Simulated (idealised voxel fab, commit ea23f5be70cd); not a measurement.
Process module name: voxel lift off
It is cross-section cut that appears here, measuring 300 nm in width, its square cells being 5 nm in size.
Bands, listed from the top down, are how a cross-section gets written in this document; the cross-section itself is a grid of square cells, and a band is one or more rows of them.
For a band, the entry starts with two heights in nm, that of the top and then that of the bottom, and carries on with the band's materials in order from left to right, each alongside its width in nm; the word "all across" beside a single material means it fills the band edge to edge, and "empty" means empty space.
The level at which height equals 0 is the one under which the wafer, as it arrives, is entirely one material. No lower edge exists for the bottom band, which continues downward and is notated as in "top 0, no bottom".
A two-number width, for instance "30->40", indicates that the width is equal to the first number in the top row of the band and to the second number in the bottom row, and that it changes by a constant amount per row of cells.
Step note "no alteration" = no cross-section cell changed.
You'll see "closed voids" listing empty spaces that have no way open to the top, as long as they're 8 cells or more; the notation is width x height at distance, where the distance is from the left edge, and all of it is in nm.
If you see something after the settings on a step's line, that's the simulator's own remark about that step.
overlay nm: right-of-plan distance of the mask on a masked step; negative values mean left-of-plan.
## These are the steps we planned for the process
1: op RECEIVE | material Si
2: op CONFORMAL_DEP | material SiN | thk nm 5
3: op PATTERN | tone open | mask id LINES | material resist | width nm 25 | pitch nm 50 | thk nm 20 | overlay nm 0
4: op DIRECTIONAL_DEP | material Ru | thk nm 10
5: op STRIP | etch materials resist
6: op CONFORMAL_DEP | material SiN | thk nm 5
## Wafer as received: cross-section following step 1
top 0, no bottom = Si all across
closed voids: none
## Cross-section, end of module. Start: as above. Plan: as above. Execution: one mistake
top 15, bottom 5 = empty 85 / Ru 25 / empty 25 / Ru 25 / empty 25 / Ru 25 / empty 90
top 5, bottom 0 = SiN all across
top 0, no bottom = Si all across
closed voids: none
Heads up, the wafer didn't run the way we planned it: plan step 6 never ran because it was skipped
